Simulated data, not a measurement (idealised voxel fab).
The name of this process module is voxel lift off.
Pictured: cross-section cut, 260 nm wide, on a grid of 5 nm square cells.
Heads up, the way a cross-section reads in here is a grid of square cells, handed over as bands from the top down, with every band being one or more rows of cells.
Basically the band line says how high the top is and how high the bottom is, in nm, and then what's in it from left to right, every material with its width in nm. Empty space shows up as "air", and if a single material carries "all across" it runs the full band edge to edge.
Height is counted from the level 0, under which the received wafer is composed throughout of one material. The lowest of the bands is not closed at the bottom but continues downward, in the notation "top 0, no bottom".
Read "30..40" as a graded width: first number on top, second number at the bottom, same change between each pair of neighbouring rows.
Step note "no modification" = no cross-section cell changed.
Any empty space of 8 cells or more lacking an open way to the top shows up in "Sealed cavities" as width x height at distance, distance from the left edge, in nm.
Heads up: the bit after the settings on a step's line is the simulator's remark on that step.
overlay nm: on a step with a mask, how far right of its planned place the mask lay; negative means left.

**plan**
1) RECEIVE (material Si)
2) CONFORMAL_DEP (material SiO2; thk nm 5)
3) PATTERN (tone open; mask id LINES; material resist; width nm 15; pitch nm 45; thk nm 20; overlay nm 0)
4) DIRECTIONAL_DEP (material Ru; thk nm 10)
5) STRIP (etch materials resist)
6) CONFORMAL_DEP (material SiCN; thk nm 10)
Don't read the plan's width nm for step 3 as applying to every wafer: that's the first wafer's value, and the wafers differ in it, though they all start identical.

**Cross-section, first of several wafers, as delivered after step 1**
> top 0, no bottom  Si all across
> Sealed cavities: none

**Each row below is a wafer at the end of the module, listing for every material the number of cells it has gained (+) or lost (-) since it was received, followed by its closed voids**
width nm 15, +18 Ru, +128 SiCN, +52 SiO2, Sealed cavities: none
width nm 20, +24 Ru, +128 SiCN, +52 SiO2, Sealed cavities: none
width nm 25, +30 Ru, +128 SiCN, +52 SiO2, Sealed cavities: none
width nm 30, +36 Ru, +124 SiCN, +52 SiO2, Sealed cavities: none
